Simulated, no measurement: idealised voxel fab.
Herein follows the process module entitled voxel tone inversion.
The cross-section on display is named cut; it measures 270 nm wide, and its cells are 5 nm squares.
Notation: cross-section as square-cell grid; stated in bands, top first, going down; one or more cell rows per band. Band: top height; bottom height; in nm. Then, left to right: material with width in nm, for each material. "full width": a single material spanning edge to edge. "empty": empty space. We count height from 0. Below that, the starting wafer is all one material. The lowest band never ends at the bottom but goes on down; see "0 nm and below" for how that is written. You'd read "30..40" like this: the band's top row of cells is as wide as the first number, its bottom row is as wide as the second, and going down, every row changes width by the same amount as the row before did. Basically "no change" means that step didn't change any cell in the cross-section. "Internal closed voids": sealed empty spaces, 8 cells or more, no open way to top, listed width x height at distance, with distance from the left edge and width, height and distance in nm. Note: text after step settings on the step line = simulator remark on that step. What "overlay nm" on a step's line means: if the step has a mask, that mask lay this far to the right of its planned place, or, when the value is negative, to the left.

Steps planned for the process
step 1: RECEIVE,material Si
step 2: CONFORMAL_DEP,material SiCN,thk nm 5
step 3: DIRECTIONAL_DEP,material aC,thk nm 25
step 4: PATTERN,tone cover,mask id POSTS,material resist,width nm 25,pitch nm 45,thk nm 35,overlay nm 0
step 5: DIRECTIONAL_ETCH,etch materials aC,depth nm 25
step 6: STRIP,etch materials resist
step 7: FILL_DEP,material lowk,thk nm 5
step 8: CMP,height nm 30
step 9: STRIP,etch materials aC

Account of the first of two wafers, which was processed as intended

Shown in cross-section is the wafer as received, that is, as it stands after step 1
0 nm and below: Si full width
Internal closed voids: none

The wafer, seen in cross-section, after step 2
5 nm to 0 nm: SiCN full width
For the remainder of the cross-section, below 0, there is no change.

The wafer, seen in cross-section, after step 3
30 nm to 5 nm: aC full width
For the remainder of the cross-section, below 5, there is no change.

The wafer, seen in cross-section, after step 4
65 nm to 30 nm: 100 nm empty / 25 nm resist / 20 nm empty / 25 nm resist / 100 nm empty
For the remainder of the cross-section, below 30, there is no change.

The wafer, seen in cross-section, after step 5
40 nm to 30 nm: 100 nm empty / 25 nm resist / 20 nm empty / 25 nm resist / 100 nm empty
30 nm to 5 nm: 100 nm empty / 25 nm aC / 20 nm empty / 25 nm aC / 100 nm empty
For the remainder of the cross-section, below 5, there is no change.

The wafer, seen in cross-section, after step 6
30 nm to 5 nm: 100 nm empty / 25 nm aC / 20 nm empty / 25 nm aC / 100 nm empty
For the remainder of the cross-section, below 5, there is no change.

The wafer, seen in cross-section, after step 7
35 nm to 30 nm: lowk full width
30 nm to 5 nm: 100 nm lowk / 25 nm aC / 20 nm lowk / 25 nm aC / 100 nm lowk
For the remainder of the cross-section, below 5, there is no change.

The wafer, seen in cross-section, after step 8
30 nm to 5 nm: 100 nm lowk / 25 nm aC / 20 nm lowk / 25 nm aC / 100 nm lowk
For the remainder of the cross-section, below 5, there is no change.

The wafer, seen in cross-section, after step 9
30 nm to 5 nm: 100 nm lowk / 25 nm empty / 20 nm lowk / 25 nm empty / 100 nm lowk
For the remainder of the cross-section, below 5, there is no change.

Here the second wafer is described. Its start and its plan were those of the first wafer. Its run contained one mistake. Up to and including step 1, it did exactly what the first wafer did

Here is the second wafer in cross-section at the point where step 2 of the plan should have been done: no change

Here is the second wafer in cross-section at the point where step 3 of the plan should have been done
25 nm to 0 nm: aC full width
For the remainder of the cross-section, below 0, there is no change.

Here is the second wafer in cross-section at the point where step 4 of the plan should have been done
60 nm to 25 nm: 100 nm empty / 25 nm resist / 20 nm empty / 25 nm resist / 100 nm empty
For the remainder of the cross-section, below 25, there is no change.

Here is the second wafer in cross-section at the point where step 5 of the plan should have been done
35 nm to 25 nm: 100 nm empty / 25 nm resist / 20 nm empty / 25 nm resist / 100 nm empty
25 nm to 0 nm: 100 nm empty / 25 nm aC / 20 nm empty / 25 nm aC / 100 nm empty
For the remainder of the cross-section, below 0, there is no change.

Here is the second wafer in cross-section at the point where step 6 of the plan should have been done
25 nm to 0 nm: 100 nm empty / 25 nm aC / 20 nm empty / 25 nm aC / 100 nm empty
For the remainder of the cross-section, below 0, there is no change.

Here is the second wafer in cross-section at the point where step 7 of the plan should have been done
30 nm to 25 nm: lowk full width
25 nm to 0 nm: 100 nm lowk / 25 nm aC / 20 nm lowk / 25 nm aC / 100 nm lowk
For the remainder of the cross-section, below 0, there is no change.

Here is the second wafer in cross-section at the point where step 8 of the plan should have been done: no change

Here is the second wafer in cross-section at the point where step 9 of the plan should have been done: no change
It is concluded that the wafer was processed incorrectly with respect to the plan, in that step 2 of the plan was jumped over and never run
Looking at both finished wafers in cells, the second ends up ahead of or behind the first on some materials: SiCN: 54 fewer, aC: 50 more, lowk: 54 more
